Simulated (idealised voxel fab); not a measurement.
process module | voxel self aligned vias
cross-section cut | 150 nm wide | cells 5 nm
A cross-section is a grid of square cells, given in bands from the top down. A band is one or more rows of cells.
Each band's line starts with the height of the band's top and of its bottom, in nm. Then come its materials from left to right, each with its width in nm. One material with "throughout" fills the band from edge to edge. "air" is empty space.
Height 0 is the level under which the wafer as received is all one material. The lowest band goes on downwards, as in "0 down".
A width such as "30 to 40" changes by the same amount from each row of cells to the next, from the band's top row to its bottom row.
"no change" after a step means that no cell of the cross-section changed.
closed voids: empty space of 8 cells or more with no open way to the top, each as width x height at its distance from the left edge, in nm
after a step's settings: what the simulator itself notes on the step
overlay nm, on a step with a mask: how far to the right of its planned place the mask lay; to the left if negative
plan
1 op RECEIVE | material Si
2 op CONFORMAL_DEP | material SiO2 | thk nm 10
3 op CONFORMAL_DEP | material SiCN | thk nm 5
4 op DIRECTIONAL_DEP | material SiO2 | thk nm 30
5 op MASKED_ETCH | tone open | mask id LINES | width nm 30 | pitch nm 55 | etch materials SiO2 | depth nm 30 | overlay nm 0
6 op CONFORMAL_DEP | material TiN | thk nm 5
7 op FILL_DEP | material Ru | thk nm 5
8 op CMP | height nm 45
9 op SELECTIVE_ETCH | etch materials W Ru TiN | depth nm 10
10 op FILL_DEP | material SiN | thk nm 10
11 op CMP | height nm 45
12 op DIRECTIONAL_DEP | material SiO2 | thk nm 15
13 op PATTERN | tone open | mask id VIAS | material resist | width nm 40 | thk nm 20 | overlay nm 0
14 op DIRECTIONAL_ETCH | etch materials SiO2 | depth nm 15
15 op DIRECTIONAL_ETCH | etch materials SiN | depth nm 10
16 op STRIP | etch materials resist
17 op CONFORMAL_DEP | material TiN | thk nm 5
18 op FILL_DEP | material Cu | thk nm 5
19 op CMP | height nm 60
20 op CONFORMAL_DEP | material SiCN | thk nm 5
first wafer, as planned
as received, after step 1
  0 down: Si throughout
  closed voids: none
after step 2
  10 to 0: SiO2 throughout
  below 0: unchanged
after step 3
  15 to 10: SiCN throughout
  below 10: unchanged
after step 4
  45 to 15: SiO2 throughout
  below 15: unchanged
after step 5
  45 to 15: SiO2 30 | air 30 | SiO2 25 | air 30 | SiO2 35
  below 15: unchanged
after step 6
  50 to 45: TiN 35 | air 20 | TiN 35 | air 20 | TiN 40
  45 to 20: SiO2 30 | TiN 5 | air 20 | TiN 5 | SiO2 25 | TiN 5 | air 20 | TiN 5 | SiO2 35
  20 to 15: SiO2 30 | TiN 30 | SiO2 25 | TiN 30 | SiO2 35
  below 15: unchanged
after step 7
  55 to 50: Ru throughout
  50 to 45: TiN 35 | Ru 20 | TiN 35 | Ru 20 | TiN 40
  45 to 20: SiO2 30 | TiN 5 | Ru 20 | TiN 5 | SiO2 25 | TiN 5 | Ru 20 | TiN 5 | SiO2 35
  below 20: unchanged
after step 8
  45 to 20: SiO2 30 | TiN 5 | Ru 20 | TiN 5 | SiO2 25 | TiN 5 | Ru 20 | TiN 5 | SiO2 35
  below 20: unchanged
after step 9
  45 to 35: SiO2 30 | air 30 | SiO2 25 | air 30 | SiO2 35
  below 35: unchanged
after step 10
  55 to 45: SiN throughout
  45 to 35: SiO2 30 | SiN 30 | SiO2 25 | SiN 30 | SiO2 35
  below 35: unchanged
after step 11
  45 to 35: SiO2 30 | SiN 30 | SiO2 25 | SiN 30 | SiO2 35
  below 35: unchanged
after step 12
  60 to 45: SiO2 throughout
  below 45: unchanged
after step 13
  80 to 60: resist 25 | air 40 | resist 85
  below 60: unchanged
after step 14
  80 to 60: resist 25 | air 40 | resist 85
  60 to 45: SiO2 25 | air 40 | SiO2 85
  below 45: unchanged
after step 15
  80 to 60: resist 25 | air 40 | resist 85
  60 to 45: SiO2 25 | air 40 | SiO2 85
  45 to 35: SiO2 30 | air 30 | SiO2 25 | SiN 30 | SiO2 35
  below 35: unchanged
after step 16
  60 to 45: SiO2 25 | air 40 | SiO2 85
  below 45: unchanged
after step 17
  65 to 60: TiN 30 | air 30 | TiN 90
  60 to 50: SiO2 25 | TiN 5 | air 30 | TiN 5 | SiO2 85
  50 to 45: SiO2 25 | TiN 10 | air 20 | TiN 10 | SiO2 85
  45 to 40: SiO2 30 | TiN 5 | air 20 | TiN 5 | SiO2 25 | SiN 30 | SiO2 35
  40 to 35: SiO2 30 | TiN 30 | SiO2 25 | SiN 30 | SiO2 35
  below 35: unchanged
after step 18
  70 to 65: Cu throughout
  65 to 60: TiN 30 | Cu 30 | TiN 90
  60 to 50: SiO2 25 | TiN 5 | Cu 30 | TiN 5 | SiO2 85
  50 to 45: SiO2 25 | TiN 10 | Cu 20 | TiN 10 | SiO2 85
  45 to 40: SiO2 30 | TiN 5 | Cu 20 | TiN 5 | SiO2 25 | SiN 30 | SiO2 35
  below 40: unchanged
after step 19
  60 to 50: SiO2 25 | TiN 5 | Cu 30 | TiN 5 | SiO2 85
  below 50: unchanged
after step 20
  65 to 60: SiCN throughout
  below 60: unchanged
second wafer: like start, like plan, one mistake. Through step 12 it matches the first wafer
when step 13 should have ended
  80 to 60: air 25 | resist 40 | air 85
  below 60: unchanged
when step 14 should have ended
  80 to 60: air 25 | resist 40 | air 85
  60 to 45: air 25 | SiO2 40 | air 85
  below 45: unchanged
when step 15 should have ended
  80 to 60: air 25 | resist 40 | air 85
  60 to 45: air 25 | SiO2 40 | air 85
  45 to 35: SiO2 30 | SiN 30 | SiO2 25 | air 30 | SiO2 35
  below 35: unchanged
when step 16 should have ended
  60 to 45: air 25 | SiO2 40 | air 85
  below 45: unchanged
when step 17 should have ended
  65 to 60: air 20 | TiN 50 | air 80
  60 to 50: air 20 | TiN 5 | SiO2 40 | TiN 5 | air 80
  50 to 45: TiN 25 | SiO2 40 | TiN 25 | air 20 | TiN 40
  45 to 40: SiO2 30 | SiN 30 | SiO2 25 | TiN 5 | air 20 | TiN 5 | SiO2 35
  40 to 35: SiO2 30 | SiN 30 | SiO2 25 | TiN 30 | SiO2 35
  below 35: unchanged
when step 18 should have ended
  70 to 65: Cu throughout
  65 to 60: Cu 20 | TiN 50 | Cu 80
  60 to 50: Cu 20 | TiN 5 | SiO2 40 | TiN 5 | Cu 80
  50 to 45: TiN 25 | SiO2 40 | TiN 25 | Cu 20 | TiN 40
  45 to 40: SiO2 30 | SiN 30 | SiO2 25 | TiN 5 | Cu 20 | TiN 5 | SiO2 35
  below 40: unchanged
when step 19 should have ended
  60 to 50: Cu 20 | TiN 5 | SiO2 40 | TiN 5 | Cu 80
  below 50: unchanged
when step 20 should have ended
  65 to 60: SiCN throughout
  below 60: unchanged
what went wrong: step 13 ran as: op PATTERN | tone cover | mask id VIAS | material resist | width nm 40 | thk nm 20 | overlay nm 0
at the end the second wafer has, in cells: 28 more of Cu | 42 fewer of SiO2 | 14 more of TiN
